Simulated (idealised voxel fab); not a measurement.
process module | voxel trench capacitor
cross-section cut | 245 nm wide | cells 5 nm
A cross-section is a grid of square cells, given in bands from the top down. A band is one or more rows of cells.
Each band's line starts with the height of the band's top and of its bottom, in nm. Then come its materials from left to right, each with its width in nm. One material with "throughout" fills the band from edge to edge. "air" is empty space.
Height 0 is the level under which the wafer as received is all one material. The lowest band goes on downwards, as in "0 down".
A width such as "30 to 40" changes by the same amount from each row of cells to the next, from the band's top row to its bottom row.
"no change" after a step means that no cell of the cross-section changed.
closed voids: empty space of 8 cells or more with no open way to the top, each as width x height at its distance from the left edge, in nm
after a step's settings: what the simulator itself notes on the step
overlay nm, on a step with a mask: how far to the right of its planned place the mask lay; to the left if negative
plan
1 op RECEIVE | material Si
2 op CONFORMAL_DEP | material SiN | thk nm 10
3 op DIRECTIONAL_DEP | material aC | thk nm 10
4 op PATTERN | tone open | mask id TRENCH | material resist | width nm 15 | pitch nm 45 | thk nm 25 | overlay nm 0
5 op DIRECTIONAL_ETCH | etch materials aC | depth nm 10
6 op STRIP | etch materials resist
7 op DIRECTIONAL_ETCH | etch materials SiN | depth nm 10
8 op DIRECTIONAL_ETCH | etch materials Si | depth nm 35
9 op STRIP | etch materials aC
10 op CONFORMAL_DEP | material Al2O3 | thk nm 5
11 op CONFORMAL_DEP | material TiN | thk nm 5
12 op FILL_DEP | material W | thk nm 10
13 op CMP | height nm 10
varied across the wafers: width nm of step 4. The plan shows the first wafer's value. All wafers start alike
first wafer as received, after step 1
  0 down: Si throughout
  closed voids: none
each wafer at the end: cells of each material gained (+) or lost (-) since it was received, then its closed voids
width nm 15 | +38 Al2O3 | -42 Si | +86 SiN | +16 TiN | closed voids: none
width nm 20 | +40 Al2O3 | -56 Si | +82 SiN | +32 TiN | closed voids: none
width nm 25 | +42 Al2O3 | -70 Si | +78 SiN | +34 TiN | +14 W | closed voids: none
width nm 30 | +44 Al2O3 | -84 Si | +74 SiN | +36 TiN | +28 W | closed voids: none
